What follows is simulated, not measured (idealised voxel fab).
A process module follows: voxel plated lines.
Square cells of 5 nm make up the cross-section cut, whose width is 140 nm.
The cross-sections in this document take the form of a grid made of square cells. They are written out as bands, in order from top to bottom. Each band consists of one or more rows of cells. Per band: top height and bottom height in nm, followed by the left-to-right materials and their widths in nm; "throughout" marks a single material spanning edge to edge, "air" marks empty space. Height datum 0, below which the as-received substrate wafer is one material. Lowest band open at the bottom, running downward: "0 -> down". You'd read "30->40" like this: the band's top row of cells is as wide as the first number, its bottom row is as wide as the second, and going down, every row changes width by the same amount as the row before did. The cross-section has no changed cell in any step marked "left unchanged". "Enclosed void list" - sealed voids, min. 8 cells, no opening to top; format: width x height at distance (distance from left edge; nm throughout). Whatever follows a step's settings on its line is a remark the simulator itself makes about that step. overlay nm: for a step with a mask, the amount by which the mask lay right of where it was planned; a negative amount means left of it.
This section lists the process steps that were planned
step 1: RECEIVE [material Si]
step 2: CONFORMAL_DEP [material Al2O3] [thk nm 5]
step 3: DIRECTIONAL_DEP [material TiN] [thk nm 5]
step 4: PATTERN [tone open] [mask id LINES] [material resist] [width nm 20] [pitch nm 35] [thk nm 15] [overlay nm 0]
step 5: EPI [material Ru] [thk nm 5]
step 6: STRIP [etch materials resist]
step 7: DIRECTIONAL_ETCH [etch materials TiN] [depth nm 5]
step 8: CONFORMAL_DEP [material SiCN] [thk nm 10]
Step 1 complete: cross-section of the wafer as received
* 0 -> down: Si throughout
* Enclosed void list: none
Cross-sectional image of the first of two wafers at the end of the module, the run having proceeded as planned
* 25 -> 15: air: 15, then SiCN: 110, then air: 15
* 15 -> 10: SiCN: 25, then Ru: 20, then SiCN: 15, then Ru: 20, then SiCN: 15, then Ru: 20, then SiCN: 25
* 10 -> 5: SiCN: 25, then TiN: 20, then SiCN: 15, then TiN: 20, then SiCN: 15, then TiN: 20, then SiCN: 25
* 5 -> 0: Al2O3 throughout
* 0 -> down: Si throughout
* Enclosed void list: none
Cross-sectional view of the second of two wafers upon completion of the module. This wafer shared its starting condition and process plan with the first; one error was made during its execution
* 35 -> 25: air: 15, then SiCN: 110, then air: 15
* 25 -> 20: SiCN: 25, then Ru: 20, then SiCN: 15, then Ru: 20, then SiCN: 15, then Ru: 20, then SiCN: 25
* 20 -> 15: SiCN: 25, then TiN: 20, then SiCN: 15, then TiN: 20, then SiCN: 15, then TiN: 20, then SiCN: 25
* 15 -> 0: Al2O3 throughout
* 0 -> down: Si throughout
* Enclosed void list: none
Heads up, the wafer didn't run the way we planned it: step 2 did not happen as planned, as run it was CONFORMAL_DEP [material Al2O3] [thk nm 15]
Final comparison by cell count, materials where the second wafer has more or fewer than the first: Al2O3: 56 more
